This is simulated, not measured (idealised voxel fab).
The process module presented herein is designated voxel wiring stack.
Each square cell in cross-section cut measures 5 nm, and the section as a whole is 235 nm wide.
A cross-section is a grid of square cells, given in bands from the top down. A band is one or more rows of cells. What a band's entry tells you: where the top is and where the bottom is, as heights in nm, and after that what lies inside, material by material from left to right, each with its width in nm. Empty space is written as the word "empty", and a single material marked with the word "full width" occupies the band from edge to edge. Beneath 0, the wafer as received is one material, and that level is where height counting begins. The lowest band goes on downward without a bottom; it is written like "from 0 down". Width: "30->40" (first number = top row, second number = bottom row, same change from row to row of cells). No cell of the cross-section changed in a step that is given as "remained the same". Any empty space of 8 cells or more lacking an open way to the top shows up in "Voids, fully enclosed" as width x height at distance, distance from the left edge, in nm. Step line, after settings: the simulator's comment on this step. Among the settings permitted on a step's line is "overlay nm"; applied to a step with a mask, it specifies the extent to which the mask lay to the right of its planned position, whereas a negative figure signifies a position to the left.

[Process steps foreseen in the plan]
1,RECEIVE,material Si
2,CONFORMAL_DEP,material SiO2,thk nm 15
3,DIRECTIONAL_DEP,material TiN,thk nm 5
4,DIRECTIONAL_DEP,material Ru,thk nm 25
5,MASKED_ETCH,tone cover,mask id METAL_1,width nm 20,pitch nm 45,etch materials Ru,depth nm 25,overlay nm 0
6,MASKED_ETCH,tone cover,mask id METAL_1,width nm 20,pitch nm 45,etch materials TiN,depth nm 5,overlay nm 0
7,FILL_DEP,material SiO2,thk nm 10
8,CMP,height nm 45
9,CONFORMAL_DEP,material SiCN,thk nm 5
10,DIRECTIONAL_DEP,material lowk,thk nm 10
11,DIRECTIONAL_DEP,material aC,thk nm 15
12,PATTERN,tone open,mask id PLUG_1,material resist,width nm 15,pitch nm 90,thk nm 35,overlay nm 0
13,DIRECTIONAL_ETCH,etch materials aC,depth nm 15
14,STRIP,etch materials resist
15,DIRECTIONAL_ETCH,etch materials lowk,depth nm 10
16,DIRECTIONAL_ETCH,etch materials SiCN,depth nm 5
17,STRIP,etch materials aC
18,CONFORMAL_DEP,material TiN,thk nm 5
19,FILL_DEP,material Cu,thk nm 10
20,CMP,height nm 60
21,DIRECTIONAL_DEP,material TiN,thk nm 5
22,DIRECTIONAL_DEP,material W,thk nm 15
23,MASKED_ETCH,tone cover,mask id METAL_2,width nm 20,pitch nm 45,etch materials W,depth nm 15,overlay nm 0
24,MASKED_ETCH,tone cover,mask id METAL_2,width nm 20,pitch nm 45,etch materials TiN,depth nm 5,overlay nm 0
25,CONFORMAL_DEP,material SiCN,thk nm 5
26,FILL_DEP,material lowk,thk nm 10
27,CMP,height nm 80
28,CONFORMAL_DEP,material SiN,thk nm 5

[Incoming wafer, cross-sectional view, post step 1]
> from 0 down = Si full width
> Voids, fully enclosed: none

[First of two wafers: cross-section at end of module, run per plan]
> from 85 to 80 = SiN full width
> from 80 to 65 = lowk 35 | SiCN 5 | W 20 | SiCN 5 | lowk 15 | SiCN 5 | W 20 | SiCN 5 | lowk 15 | SiCN 5 | W 20 | SiCN 5 | lowk 15 | SiCN 5 | W 20 | SiCN 5 | lowk 35
> from 65 to 60 = SiCN 40 | TiN 20 | SiCN 25 | TiN 20 | SiCN 25 | TiN 20 | SiCN 25 | TiN 20 | SiCN 40
> from 60 to 50 = lowk 40 | TiN 5 | Cu 5 | TiN 5 | lowk 75 | TiN 5 | Cu 5 | TiN 5 | lowk 90
> from 50 to 45 = SiCN 40 | TiN 15 | SiCN 75 | TiN 15 | SiCN 90
> from 45 to 20 = SiO2 40 | Ru 20 | SiO2 25 | Ru 20 | SiO2 25 | Ru 20 | SiO2 25 | Ru 20 | SiO2 40
> from 20 to 15 = SiO2 40 | TiN 20 | SiO2 25 | TiN 20 | SiO2 25 | TiN 20 | SiO2 25 | TiN 20 | SiO2 40
> from 15 to 0 = SiO2 full width
> from 0 down = Si full width
> Voids, fully enclosed: none

[End of module, second wafer, cross-section. Started like the first, planned like the first, run with one mistake]
> from 85 to 80 = SiN full width
> from 80 to 65 = lowk 35 | Cu 5 | W 20 | Cu 5 | lowk 15 | Cu 5 | W 20 | Cu 5 | lowk 15 | Cu 5 | W 20 | Cu 5 | lowk 15 | Cu 5 | W 20 | Cu 5 | lowk 35
> from 65 to 60 = Cu 40 | TiN 20 | Cu 25 | TiN 20 | Cu 25 | TiN 20 | Cu 25 | TiN 20 | Cu 40
> from 60 to 50 = lowk 40 | TiN 5 | Cu 5 | TiN 5 | lowk 75 | TiN 5 | Cu 5 | TiN 5 | lowk 90
> from 50 to 45 = SiCN 40 | TiN 15 | SiCN 75 | TiN 15 | SiCN 90
> from 45 to 20 = SiO2 40 | Ru 20 | SiO2 25 | Ru 20 | SiO2 25 | Ru 20 | SiO2 25 | Ru 20 | SiO2 40
> from 20 to 15 = SiO2 40 | TiN 20 | SiO2 25 | TiN 20 | SiO2 25 | TiN 20 | SiO2 25 | TiN 20 | SiO2 40
> from 15 to 0 = SiO2 full width
> from 0 down = Si full width
> Voids, fully enclosed: none
Misprocessing identified: planned and actual differ for step 25; actual: CONFORMAL_DEP,material Cu,thk nm 5
Counted in cells at the end, the second wafer holds more or fewer of these materials than the first: Cu: 55 more | SiCN: 55 fewer
